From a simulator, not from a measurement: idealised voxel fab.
process module | voxel wiring stack
cross-section cut | 170 nm wide | cells 5 nm
A cross-section is a grid of square cells, given in bands from the top down. A band is one or more rows of cells.
Each band's line starts with the height of the band's top and of its bottom, in nm. Then come its materials from left to right, each with its width in nm. One material with "throughout" fills the band from edge to edge. "air" is empty space.
Height 0 is the level under which the wafer as received is all one material. The lowest band goes on downwards, as in "0 down".
A width such as "30 to 40" changes by the same amount from each row of cells to the next, from the band's top row to its bottom row.
"no change" after a step means that no cell of the cross-section changed.
closed voids: empty space of 8 cells or more with no open way to the top, each as width x height at its distance from the left edge, in nm
after a step's settings: what the simulator itself notes on the step
overlay nm, on a step with a mask: how far to the right of its planned place the mask lay; to the left if negative
plan
1 op RECEIVE | material Si
2 op CONFORMAL_DEP | material SiO2 | thk nm 10
3 op DIRECTIONAL_DEP | material TiN | thk nm 5
4 op DIRECTIONAL_DEP | material W | thk nm 25
5 op PATTERN | tone cover | mask id METAL_1 | material resist | width nm 30 | pitch nm 55 | thk nm 20 | overlay nm 0
6 op DIRECTIONAL_ETCH | etch materials W | depth nm 25
7 op DIRECTIONAL_ETCH | etch materials TiN | depth nm 5
8 op STRIP | etch materials resist
9 op FILL_DEP | material lowk | thk nm 5
10 op CMP | height nm 40
11 op CONFORMAL_DEP | material SiCN | thk nm 5
12 op DIRECTIONAL_DEP | material lowk | thk nm 20
13 op DIRECTIONAL_DEP | material aC | thk nm 10
14 op PATTERN | tone open | mask id PLUG_1 | material resist | width nm 15 | pitch nm 55 | thk nm 25 | overlay nm 0
15 op DIRECTIONAL_ETCH | etch materials aC | depth nm 10
16 op STRIP | etch materials resist
17 op DIRECTIONAL_ETCH | etch materials lowk | depth nm 20
18 op DIRECTIONAL_ETCH | etch materials SiCN | depth nm 5
19 op STRIP | etch materials aC
20 op CONFORMAL_DEP | material TiN | thk nm 5
21 op FILL_DEP | material Cu | thk nm 10
22 op CMP | height nm 65
23 op CONFORMAL_DEP | material SiN | thk nm 5
24 op DIRECTIONAL_DEP | material SiO2 | thk nm 15
25 op MASKED_ETCH | tone open | mask id METAL_2 | width nm 30 | pitch nm 55 | etch materials SiO2 | depth nm 15 | overlay nm 0
26 op MASKED_ETCH | tone open | mask id METAL_2 | width nm 30 | pitch nm 55 | etch materials SiN | depth nm 5 | overlay nm 0
27 op CONFORMAL_DEP | material TiN | thk nm 5
28 op FILL_DEP | material Cu | thk nm 10
29 op CMP | height nm 85
30 op CONFORMAL_DEP | material SiCN | thk nm 5
as received, after step 1
  0 down: Si throughout
  closed voids: none
first wafer at the end, as planned
  90 to 85: SiCN throughout
  85 to 70: SiO2 15 | TiN 5 | Cu 20 | TiN 5 | SiO2 25 | TiN 5 | Cu 20 | TiN 5 | SiO2 25 | TiN 5 | Cu 20 | TiN 5 | SiO2 15
  70 to 65: SiN 15 | TiN 30 | SiN 25 | TiN 30 | SiN 25 | TiN 30 | SiN 15
  65 to 45: lowk 15 | TiN 5 | Cu 5 | TiN 5 | lowk 40 | TiN 5 | Cu 5 | TiN 5 | lowk 40 | TiN 5 | Cu 5 | TiN 5 | lowk 30
  45 to 40: SiCN 15 | TiN 15 | SiCN 40 | TiN 15 | SiCN 40 | TiN 15 | SiCN 30
  40 to 15: lowk 15 | W 30 | lowk 25 | W 30 | lowk 25 | W 30 | lowk 15
  15 to 10: lowk 15 | TiN 30 | lowk 25 | TiN 30 | lowk 25 | TiN 30 | lowk 15
  10 to 0: SiO2 throughout
  0 down: Si throughout
  closed voids: none
second wafer at the end: like start, like plan, one mistake
  90 to 85: SiCN throughout
  85 to 70: TiN throughout
  70 to 65: SiN throughout
  65 to 45: lowk 15 | TiN 5 | Cu 5 | TiN 5 | lowk 40 | TiN 5 | Cu 5 | TiN 5 | lowk 40 | TiN 5 | Cu 5 | TiN 5 | lowk 30
  45 to 40: SiCN 15 | TiN 15 | SiCN 40 | TiN 15 | SiCN 40 | TiN 15 | SiCN 30
  40 to 15: lowk 15 | W 30 | lowk 25 | W 30 | lowk 25 | W 30 | lowk 15
  15 to 10: lowk 15 | TiN 30 | lowk 25 | TiN 30 | lowk 25 | TiN 30 | lowk 15
  10 to 0: SiO2 throughout
  0 down: Si throughout
  closed voids: none
what went wrong: step 24 ran as: op DIRECTIONAL_DEP | material TiN | thk nm 15
at the end the second wafer has, in cells: 36 fewer of Cu | 18 more of SiN | 48 fewer of SiO2 | 66 more of TiN
